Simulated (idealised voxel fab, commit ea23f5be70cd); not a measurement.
Process module in this document: voxel self aligned contacts
It is cross-section cut that appears here, measuring 170 nm in width, its square cells being 5 nm in size.
This document writes a cross-section as a grid whose cells are square, and gives it as bands, listed from the top down; one or more rows of cells form a band.
Band: top and bottom heights (nm) first, top before bottom; then materials from left to right, widths in nm. "full width" marks a sole material filling the band edge to edge. "empty" denotes empty space.
Measure heights from 0. That's the level where, below it, the as-received wafer is all one material. The lowest band is bottomless and extends downward; write it as in "0 -> down".
Think of "30 to 40" as a width that walks from the first number to the second as you go down the band, top row to bottom row, taking equal-sized steps from row to row.
No cell of the cross-section changed in a step that is given as "no change".
The label "Trapped voids" introduces a list of the empty spaces, 8 cells or larger, that have no open way up to the top; each entry in it reads width x height at distance, where the distance is taken from the left edge and all three are stated in nm.
Read whatever lies past the settings on a step's line as the simulator's own remark about the step.
If you see "overlay nm" on a step's line and that step has a mask, it's telling you how far right of where it was planned the mask ended up; a negative number means it went left instead.
Steps planned for the process:
- 1: RECEIVE [material Si]
- 2: OXIDIZE [depth nm 5]
- 3: DIRECTIONAL_DEP [material polySi] [thk nm 30]
- 4: DIRECTIONAL_DEP [material SiN] [thk nm 20]
- 5: DIRECTIONAL_DEP [material aC] [thk nm 15]
- 6: PATTERN [tone cover] [mask id GATE] [material resist] [width nm 35] [pitch nm 60] [thk nm 35] [overlay nm 0]
- 7: DIRECTIONAL_ETCH [etch materials aC] [depth nm 15]
- 8: STRIP [etch materials resist]
- 9: DIRECTIONAL_ETCH [etch materials SiN] [depth nm 20]
- 10: DIRECTIONAL_ETCH [etch materials polySi] [depth nm 30]
- 11: STRIP [etch materials aC]
- 12: CONFORMAL_DEP [material SiN] [thk nm 5]
- 13: DIRECTIONAL_ETCH [etch materials SiN] [depth nm 5]
- 14: FILL_DEP [material SiO2] [thk nm 10]
- 15: CMP [height nm 55]
- 16: MASKED_ETCH [tone open] [mask id CONTACT] [width nm 45] [etch materials SiO2] [depth nm 60] [overlay nm 0]
- 17: CONFORMAL_DEP [material TiN] [thk nm 5]
- 18: FILL_DEP [material W] [thk nm 10]
- 19: CMP [height nm 55]
- 20: CONFORMAL_DEP [material SiN] [thk nm 5]
Incoming wafer in cross-section (state: after step 1):
0 -> down  Si full width
Trapped voids: none
Wafer cross-section at end of module: start and plan as shown above, one execution error:
60 -> 55  SiN full width
55 -> 50  60 of SiO2 / 25 of TiN / 5 of W / 15 of TiN / 65 of SiO2
50 -> 30  35 of SiO2 / 45 of SiN / 5 of TiN / 5 of W / 5 of TiN / 45 of SiN / 30 of SiO2
30 -> 0  35 of SiO2 / 5 of SiN / 35 of polySi / 5 of SiN / 5 of TiN / 5 of W / 5 of TiN / 5 of SiN / 35 of polySi / 5 of SiN / 30 of SiO2
0 -> -5  80 of SiO2 / 15 of TiN / 75 of SiO2
-5 -> down  Si full width
Trapped voids: none
Run error: step 6 went in with a setting other than planned; the actual run was PATTERN [tone cover] [mask id GATE] [material resist] [width nm 35] [pitch nm 60] [thk nm 35] [overlay nm 5]
